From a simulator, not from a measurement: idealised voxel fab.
Process module, titled voxel wiring stack
Cross-sectional view cut (width: 290 nm; square cell size: 5 nm).
Format of a cross-section: grid, square cells. Given as bands. Order: top down. Band: one or more rows of cells. Quick guide to a band line: top height, bottom height (nm) up front; then every material left to right with its width in nm. Only one material and it's marked "full width"? Then it fills the band edge to edge. And "empty" just means empty space. All heights in this document are referenced to 0, defined as the level beneath which the wafer, as received, consists entirely of one material. The lowest band is not bounded below; it extends indefinitely downward and is written in the form "top 0, no bottom". Per-row width for "30..40": begins at first number (top row of band), ends at second number (bottom row), increment between rows held constant. The designation "no modifications", where it is given for a processing step, indicates that no cell of the cross-section was altered in the course of that step. Entry "Completely sealed voids" = empty spaces >= 8 cells with no open way to the top; each as width x height at distance, distance from left edge, all nm. It should be noted that, on the line of a given step, the content following the step's settings is a remark produced by the simulator itself with respect to that step. The setting "overlay nm" may be written on the line of a step. When the step uses a mask, the value reports how far to the right of the planned place the mask lay, and a negative value reports that it lay to the left.
Process steps foreseen in the plan:
step 1: RECEIVE | material Si
step 2: CONFORMAL_DEP | material SiO2 | thk nm 15
step 3: DIRECTIONAL_DEP | material TiN | thk nm 5
step 4: DIRECTIONAL_DEP | material Ru | thk nm 25
step 5: PATTERN | tone cover | mask id METAL_1 | material resist | width nm 30 | pitch nm 50 | thk nm 20 | overlay nm -15
step 6: DIRECTIONAL_ETCH | etch materials Ru | depth nm 25
step 7: DIRECTIONAL_ETCH | etch materials TiN | depth nm 5
step 8: STRIP | etch materials resist
step 9: FILL_DEP | material lowk | thk nm 10
step 10: CMP | height nm 45
step 11: CONFORMAL_DEP | material SiCN | thk nm 5
step 12: DIRECTIONAL_DEP | material lowk | thk nm 20
step 13: MASKED_ETCH | tone open | mask id PLUG_1 | width nm 15 | pitch nm 50 | etch materials lowk | depth nm 20 | overlay nm 0
step 14: MASKED_ETCH | tone open | mask id PLUG_1 | width nm 15 | pitch nm 50 | etch materials SiCN | depth nm 5 | overlay nm 0
step 15: CONFORMAL_DEP | material TiN | thk nm 5
step 16: FILL_DEP | material Cu | thk nm 5
step 17: CMP | height nm 70
step 18: DIRECTIONAL_DEP | material TiN | thk nm 5
step 19: DIRECTIONAL_DEP | material Ru | thk nm 15
step 20: DIRECTIONAL_DEP | material aC | thk nm 15
step 21: PATTERN | tone cover | mask id METAL_2 | material resist | width nm 30 | pitch nm 50 | thk nm 30 | overlay nm 0
step 22: DIRECTIONAL_ETCH | etch materials aC | depth nm 15
step 23: STRIP | etch materials resist
step 24: DIRECTIONAL_ETCH | etch materials Ru | depth nm 15
step 25: DIRECTIONAL_ETCH | etch materials TiN | depth nm 5
step 26: STRIP | etch materials aC
step 27: CONFORMAL_DEP | material SiCN | thk nm 5
step 28: FILL_DEP | material lowk | thk nm 10
step 29: CMP | height nm 90
step 30: CONFORMAL_DEP | material SiN | thk nm 5
Variable across wafers: step 5 overlay nm (plan value is that of the first wafer; starting state common to all).
Cross-section, first of several wafers, as delivered after step 1:
    top 0, no bottom | Si full width
    Completely sealed voids: none
The first of several wafers, seen in cross-section after the module's last step, step 30:
    top 95, bottom 90 | SiN full width
    top 90, bottom 75 | lowk 100 nm / SiCN 5 nm / Ru 30 nm / SiCN 5 nm / lowk 10 nm / SiCN 5 nm / Ru 30 nm / SiCN 5 nm / lowk 100 nm
    top 75, bottom 70 | SiCN 105 nm / TiN 30 nm / SiCN 20 nm / TiN 30 nm / SiCN 105 nm
    top 70, bottom 50 | lowk 105 nm / TiN 5 nm / Cu 5 nm / TiN 5 nm / lowk 35 nm / TiN 5 nm / Cu 5 nm / TiN 5 nm / lowk 120 nm
    top 50, bottom 45 | SiCN 105 nm / TiN 15 nm / SiCN 35 nm / TiN 15 nm / SiCN 120 nm
    top 45, bottom 20 | lowk 90 nm / Ru 30 nm / lowk 20 nm / Ru 30 nm / lowk 120 nm
    top 20, bottom 15 | lowk 90 nm / TiN 30 nm / lowk 20 nm / TiN 30 nm / lowk 120 nm
    top 15, bottom 0 | SiO2 full width
    top 0, no bottom | Si full width
    Completely sealed voids: none
Here we cross-sectioned the last of the wafers once the module was done:
    top 95, bottom 90 | SiN full width
    top 90, bottom 75 | lowk 100 nm / SiCN 5 nm / Ru 30 nm / SiCN 5 nm / lowk 10 nm / SiCN 5 nm / Ru 30 nm / SiCN 5 nm / lowk 100 nm
    top 75, bottom 70 | SiCN 105 nm / TiN 30 nm / SiCN 20 nm / TiN 30 nm / SiCN 105 nm
    top 70, bottom 50 | lowk 105 nm / TiN 5 nm / Cu 5 nm / TiN 5 nm / lowk 35 nm / TiN 5 nm / Cu 5 nm / TiN 5 nm / lowk 120 nm
    top 50, bottom 45 | SiCN 105 nm / TiN 15 nm / SiCN 35 nm / TiN 15 nm / SiCN 120 nm
    top 45, bottom 20 | lowk 120 nm / Ru 30 nm / lowk 20 nm / Ru 30 nm / lowk 90 nm
    top 20, bottom 15 | lowk 120 nm / TiN 30 nm / lowk 20 nm / TiN 30 nm / lowk 90 nm
    top 15, bottom 0 | SiO2 full width
    top 0, no bottom | Si full width
    Completely sealed voids: none
Tabulated below, wafer by wafer, are the end-of-module results: for each material, the number of cells gained (+) or lost (-) relative to the as-received state, followed by the closed voids:
overlay nm -15; +8 Cu; +96 Ru; +110 SiCN; +58 SiN; +174 SiO2; +46 TiN; +610 lowk; Completely sealed voids: none
overlay nm -10; +8 Cu; +96 Ru; +110 SiCN; +58 SiN; +174 SiO2; +46 TiN; +610 lowk; Completely sealed voids: none
overlay nm -5; +8 Cu; +96 Ru; +110 SiCN; +58 SiN; +174 SiO2; +46 TiN; +610 lowk; Completely sealed voids: none
overlay nm 0; +8 Cu; +96 Ru; +110 SiCN; +58 SiN; +174 SiO2; +46 TiN; +610 lowk; Completely sealed voids: none
overlay nm 5; +8 Cu; +96 Ru; +110 SiCN; +58 SiN; +174 SiO2; +46 TiN; +610 lowk; Completely sealed voids: none
overlay nm 10; +8 Cu; +96 Ru; +110 SiCN; +58 SiN; +174 SiO2; +46 TiN; +610 lowk; Completely sealed voids: none
overlay nm 15; +8 Cu; +96 Ru; +110 SiCN; +58 SiN; +174 SiO2; +46 TiN; +610 lowk; Completely sealed voids: none
